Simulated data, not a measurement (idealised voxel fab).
Module name: voxel ribs on slabs (process module)
Pictured: cross-section cut, 195 nm wide, on a grid of 5 nm square cells.
If you're reading a cross-section in this doc, picture square cells in a grid; it comes to you as bands, top ones listed first down to the bottom, and a band can be one or more rows of cells.
Each band's line starts with the height of the band's top and of its bottom, in nm. Then come its materials from left to right, each with its width in nm. One material with "full width" fills the band from edge to edge. "air" is empty space.
Heads up on the height convention: 0 is the point under which the incoming wafer is all one material, and the lowest band has no bottom, it just keeps going down, like "from 0 down".
With a width like "30->40", each row of cells in the band differs from the next by the same amount, the top row carrying the first number and the bottom row the second.
"identical to before" after a step means that no cell of the cross-section changed.
Under "Closed void inventory" you'll find the enclosed gaps, the ones with no way out to the top, that are 8 cells or bigger; each reads width x height at distance, with distance counted from the left edge, everything in nm.
Where a step's line continues beyond its settings, the continuation is a remark by the simulator itself on that step.
"overlay nm", when on a step's line for a step with a mask, measures how far to the right of its planned place the mask lay; a negative measure means to the left.

**Process steps - plan**
1. op RECEIVE | material Si
2. op DIRECTIONAL_DEP | material SiO2 | thk nm 25
3. op DIRECTIONAL_DEP | material polySi | thk nm 20
4. op MASKED_ETCH | tone cover | mask id RIB | width nm 15 | etch materials polySi | depth nm 15 | overlay nm 0
5. op DIRECTIONAL_DEP | material aC | thk nm 15
6. op PATTERN | tone cover | mask id SLAB | material resist | width nm 65 | thk nm 35 | overlay nm 0
7. op DIRECTIONAL_ETCH | etch materials aC | depth nm 15
8. op STRIP | etch materials resist
9. op DIRECTIONAL_ETCH | etch materials polySi | depth nm 5
10. op STRIP | etch materials aC
11. op FILL_DEP | material SiO2 | thk nm 20
12. op CMP | height nm 55
13. op DIRECTIONAL_DEP | material TiN | thk nm 5
14. op PATTERN | tone cover | mask id HEATER | material resist | width nm 25 | thk nm 20 | overlay nm 0
15. op DIRECTIONAL_ETCH | etch materials TiN | depth nm 5
16. op STRIP | etch materials resist
17. op CONFORMAL_DEP | material SiN | thk nm 5

**Wafer at receipt (post step 1), cross-section**
> from 0 down: Si full width
> Closed void inventory: none

**One mistake in running the module, otherwise start and plan as above: cross-section at the end**
> from 65 to 60: 80 nm air, 35 nm SiN, 80 nm air
> from 60 to 55: 85 nm SiN, 25 nm TiN, 85 nm SiN
> from 55 to 45: SiO2 full width
> from 45 to 40: 65 nm SiO2, 25 nm polySi, 15 nm SiO2, 25 nm polySi, 65 nm SiO2
> from 40 to 30: 90 nm polySi, 15 nm SiO2, 90 nm polySi
> from 30 to 25: polySi full width
> from 25 to 0: SiO2 full width
> from 0 down: Si full width
> Closed void inventory: none
What went wrong in running the wafer? heads up, step 4 didn't go per plan, it actually ran as op MASKED_ETCH | tone open | mask id RIB | width nm 15 | etch materials polySi | depth nm 15 | overlay nm 0
